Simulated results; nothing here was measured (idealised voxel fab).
The following process module bears the name voxel trench capacitor.
The figure presents cross-section cut, which has a width of 285 nm and is divided into square cells with an edge length of 5 nm.
Cross-sections here: square-cell grids, written as top-down lists of bands, a band being one or more rows of cells.
Quick guide to a band line: top height, bottom height (nm) up front; then every material left to right with its width in nm. Only one material and it's marked "edge to edge"? Then it fills the band edge to edge. And "blank" just means empty space.
It should be noted that heights are counted from 0, beneath which the wafer as supplied is of one material throughout, and that the lowest band possesses no lower boundary but continues downward, as written in "0..down".
The expression "30 to 40" gives the width at the extremes of the band, the first number at its top row of cells and the second at its bottom row, with the width changing by equal amounts from each row to the next in between.
"no modification" for a step: no cell of the cross-section changed in that step.
For the entry "Closed void listing", the listed items are empty spaces with no open way to the top whose size is 8 cells or more; each item follows the pattern width x height at distance, where distance is from the left edge and all three are in nm.
It should be noted that, on the line of a given step, the content following the step's settings is a remark produced by the simulator itself with respect to that step.
Each step line may optionally specify "overlay nm", which for a step with a mask gives the rightward distance between the mask's planned place and where it lay, a negative value indicating the leftward direction.
[Planned step list for the process]
step 1: RECEIVE,material Si
step 2: CONFORMAL_DEP,material SiN,thk nm 5
step 3: DIRECTIONAL_DEP,material aC,thk nm 10
step 4: PATTERN,tone open,mask id TRENCH,material resist,width nm 30,pitch nm 60,thk nm 25,overlay nm 0
step 5: DIRECTIONAL_ETCH,etch materials aC,depth nm 10
step 6: STRIP,etch materials resist
step 7: DIRECTIONAL_ETCH,etch materials SiN,depth nm 5
step 8: DIRECTIONAL_ETCH,etch materials Si,depth nm 30
step 9: STRIP,etch materials aC
step 10: CONFORMAL_DEP,material HfO2,thk nm 5
step 11: CONFORMAL_DEP,material TiN,thk nm 5
step 12: FILL_DEP,material W,thk nm 10
step 13: CMP,height nm 5
[Cross-section of the wafer at receipt, which is the condition after step 1]
- 0..down: Si edge to edge
- Closed void listing: none
[Run as planned - first of the two wafers cross-sectioned at the end of the module]
- 5..0: 35 nm SiN, 5 nm HfO2, 5 nm TiN, 10 nm W, 5 nm TiN, 5 nm HfO2, 30 nm SiN, 5 nm HfO2, 5 nm TiN, 10 nm W, 5 nm TiN, 5 nm HfO2, 30 nm SiN, 5 nm HfO2, 5 nm TiN, 10 nm W, 5 nm TiN, 5 nm HfO2, 30 nm SiN, 5 nm HfO2, 5 nm TiN, 10 nm W, 5 nm TiN, 5 nm HfO2, 40 nm SiN
- 0..-20: 35 nm Si, 5 nm HfO2, 5 nm TiN, 10 nm W, 5 nm TiN, 5 nm HfO2, 30 nm Si, 5 nm HfO2, 5 nm TiN, 10 nm W, 5 nm TiN, 5 nm HfO2, 30 nm Si, 5 nm HfO2, 5 nm TiN, 10 nm W, 5 nm TiN, 5 nm HfO2, 30 nm Si, 5 nm HfO2, 5 nm TiN, 10 nm W, 5 nm TiN, 5 nm HfO2, 40 nm Si
- -20..-25: 35 nm Si, 5 nm HfO2, 20 nm TiN, 5 nm HfO2, 30 nm Si, 5 nm HfO2, 20 nm TiN, 5 nm HfO2, 30 nm Si, 5 nm HfO2, 20 nm TiN, 5 nm HfO2, 30 nm Si, 5 nm HfO2, 20 nm TiN, 5 nm HfO2, 40 nm Si
- -25..-30: 35 nm Si, 30 nm HfO2, 30 nm Si, 30 nm HfO2, 30 nm Si, 30 nm HfO2, 30 nm Si, 30 nm HfO2, 40 nm Si
- -30..down: Si edge to edge
- Closed void listing: none
[Cross-sectional image of the second wafer of the two following completion of the module. Starting state and process plan were the same as for the first wafer; one execution error occurred]
- 5..0: 35 nm SiN, 5 nm TiN, 5 nm HfO2, 10 nm W, 5 nm HfO2, 5 nm TiN, 30 nm SiN, 5 nm TiN, 5 nm HfO2, 10 nm W, 5 nm HfO2, 5 nm TiN, 30 nm SiN, 5 nm TiN, 5 nm HfO2, 10 nm W, 5 nm HfO2, 5 nm TiN, 30 nm SiN, 5 nm TiN, 5 nm HfO2, 10 nm W, 5 nm HfO2, 5 nm TiN, 40 nm SiN
- 0..-20: 35 nm Si, 5 nm TiN, 5 nm HfO2, 10 nm W, 5 nm HfO2, 5 nm TiN, 30 nm Si, 5 nm TiN, 5 nm HfO2, 10 nm W, 5 nm HfO2, 5 nm TiN, 30 nm Si, 5 nm TiN, 5 nm HfO2, 10 nm W, 5 nm HfO2, 5 nm TiN, 30 nm Si, 5 nm TiN, 5 nm HfO2, 10 nm W, 5 nm HfO2, 5 nm TiN, 40 nm Si
- -20..-25: 35 nm Si, 5 nm TiN, 20 nm HfO2, 5 nm TiN, 30 nm Si, 5 nm TiN, 20 nm HfO2, 5 nm TiN, 30 nm Si, 5 nm TiN, 20 nm HfO2, 5 nm TiN, 30 nm Si, 5 nm TiN, 20 nm HfO2, 5 nm TiN, 40 nm Si
- -25..-30: 35 nm Si, 30 nm TiN, 30 nm Si, 30 nm TiN, 30 nm Si, 30 nm TiN, 30 nm Si, 30 nm TiN, 40 nm Si
- -30..down: Si edge to edge
- Closed void listing: none
Plan not followed: deviation from plan: step 11 and step 10 executed in one another's positions
Once processing is complete, comparing cell counts shows that the second wafer has more or fewer of certain materials than the first: -16 HfO2, +16 TiN
